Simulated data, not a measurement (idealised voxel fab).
The following process module bears the name voxel capacitor over wiring.
cross-section cut | 265 nm wide | cells 5 nm
Cross-section layout: square cells on a grid; listed as bands, top to bottom; a band spans one or more cell rows.
A band entry consists of two parts. The first gives the height of the band's top and the height of its bottom, in nm. The rest lists the band's materials from left to right, each with its width in nm. A single material labelled with the word "edge to edge" fills the band from edge to edge, and the word "blank" marks empty space.
For the purposes of this specification, 0 denotes the height below which the wafer in its as-received condition is composed wholly of one material, and the lowermost band, lacking a lower limit, extends downward without end, as expressed in "top 0, no bottom".
Per-row width for "30 to 40": begins at first number (top row of band), ends at second number (bottom row), increment between rows held constant.
Basically "everything unchanged" means that step didn't change any cell in the cross-section.
Under "Fully sealed voids" you'll find the enclosed gaps, the ones with no way out to the top, that are 8 cells or bigger; each reads width x height at distance, with distance counted from the left edge, everything in nm.
What comes after the settings on a step's line is commentary from the simulator itself on that step.
overlay nm: mask offset rightward from planned place, masked step; negative means leftward offset.

These are the steps we planned for the process
1. RECEIVE, material Si
2. CONFORMAL_DEP, material SiO2, thk nm 10
3. DIRECTIONAL_DEP, material TiN, thk nm 5
4. DIRECTIONAL_DEP, material Ru, thk nm 15
5. PATTERN, tone cover, mask id METAL_1, material resist, width nm 30, pitch nm 100, thk nm 15, overlay nm 0
6. DIRECTIONAL_ETCH, etch materials Ru, depth nm 15
7. DIRECTIONAL_ETCH, etch materials TiN, depth nm 5
8. STRIP, etch materials resist
9. FILL_DEP, material SiO2, thk nm 10
10. CMP, height nm 30
11. CONFORMAL_DEP, material SiCN, thk nm 5
12. DIRECTIONAL_DEP, material SiO2, thk nm 20
13. PATTERN, tone open, mask id PLUG_1, material resist, width nm 15, thk nm 20, overlay nm 0
14. DIRECTIONAL_ETCH, etch materials SiO2, depth nm 20
15. DIRECTIONAL_ETCH, etch materials SiCN, depth nm 5
16. STRIP, etch materials resist
17. CONFORMAL_DEP, material TiN, thk nm 5
18. FILL_DEP, material W, thk nm 5
19. CMP, height nm 55
20. DIRECTIONAL_DEP, material TiN, thk nm 10
21. DIRECTIONAL_DEP, material SiN, thk nm 5
22. DIRECTIONAL_DEP, material TiN, thk nm 5
23. DIRECTIONAL_DEP, material aC, thk nm 10
24. PATTERN, tone cover, mask id UPPER_PLATE, material resist, width nm 75, thk nm 30, overlay nm 0
25. DIRECTIONAL_ETCH, etch materials aC, depth nm 10
26. STRIP, etch materials resist
27. DIRECTIONAL_ETCH, etch materials TiN, depth nm 5
28. DIRECTIONAL_ETCH, etch materials SiN, depth nm 5
29. STRIP, etch materials aC
30. DIRECTIONAL_DEP, material aC, thk nm 15
31. PATTERN, tone cover, mask id LOWER_PLATE, material resist, width nm 85, thk nm 30, overlay nm 0
32. DIRECTIONAL_ETCH, etch materials aC, depth nm 15
33. STRIP, etch materials resist
34. DIRECTIONAL_ETCH, etch materials TiN, depth nm 10
35. STRIP, etch materials aC
36. FILL_DEP, material SiO2, thk nm 15
37. CMP, height nm 85
38. DIRECTIONAL_DEP, material aC, thk nm 15
39. PATTERN, tone open, mask id PLUG_2, material resist, width nm 15, thk nm 30, overlay nm 0
40. DIRECTIONAL_ETCH, etch materials aC, depth nm 15
41. STRIP, etch materials resist
42. DIRECTIONAL_ETCH, etch materials SiO2, depth nm 10
43. STRIP, etch materials aC
44. CONFORMAL_DEP, material TiN, thk nm 5
45. FILL_DEP, material Cu, thk nm 5
46. CMP, height nm 85
47. CONFORMAL_DEP, material SiN, thk nm 5

Incoming wafer, cross-sectional view, post step 1
* top 0, no bottom | Si edge to edge
* Fully sealed voids: none

Sectioned view, first of two wafers, at the close of the module, processed as intended in the plan
* top 90, bottom 85 | SiN edge to edge
* top 85, bottom 80 | 90 SiO2, then 5 TiN, then 5 Cu, then 5 TiN, then 160 SiO2
* top 80, bottom 70 | 90 to 80 SiO2, then 15 to 75 TiN, then 160 to 110 SiO2
* top 70, bottom 65 | 80 SiO2, then 75 SiN, then 110 SiO2
* top 65, bottom 55 | 75 SiO2, then 85 TiN, then 105 SiO2
* top 55, bottom 35 | 80 SiO2, then 5 TiN, then 5 W, then 5 TiN, then 170 SiO2
* top 35, bottom 30 | 80 SiCN, then 15 TiN, then 170 SiCN
* top 30, bottom 15 | 65 SiO2, then 30 Ru, then 70 SiO2, then 30 Ru, then 70 SiO2
* top 15, bottom 10 | 65 SiO2, then 30 TiN, then 70 SiO2, then 30 TiN, then 70 SiO2
* top 10, bottom 0 | SiO2 edge to edge
* top 0, no bottom | Si edge to edge
* Fully sealed voids: none

Presented here is a cross-section of the second of the two wafers as it stood at the end of the module. It was started in the same manner and assigned the same plan as the first wafer; however, one mistake was made in its execution
* top 90, bottom 85 | SiN edge to edge
* top 85, bottom 80 | 90 SiO2, then 5 TiN, then 5 Cu, then 5 TiN, then 160 SiO2
* top 80, bottom 75 | 90 SiO2, then 15 TiN, then 160 SiO2
* top 75, bottom 70 | SiO2 edge to edge
* top 70, bottom 65 | 80 SiO2, then 75 SiN, then 110 SiO2
* top 65, bottom 55 | 75 SiO2, then 85 TiN, then 105 SiO2
* top 55, bottom 35 | 80 SiO2, then 5 TiN, then 5 W, then 5 TiN, then 170 SiO2
* top 35, bottom 30 | 80 SiCN, then 15 TiN, then 170 SiCN
* top 30, bottom 15 | 65 SiO2, then 30 Ru, then 70 SiO2, then 30 Ru, then 70 SiO2
* top 15, bottom 10 | 65 SiO2, then 30 TiN, then 70 SiO2, then 30 TiN, then 70 SiO2
* top 10, bottom 0 | SiO2 edge to edge
* top 0, no bottom | Si edge to edge
* Fully sealed voids: none
Deviation from plan: step 22 was left out
Bottom line after processing is that, in cells, the second wafer is up or down on some materials versus the first: SiO2: 15 more; TiN: 15 fewer
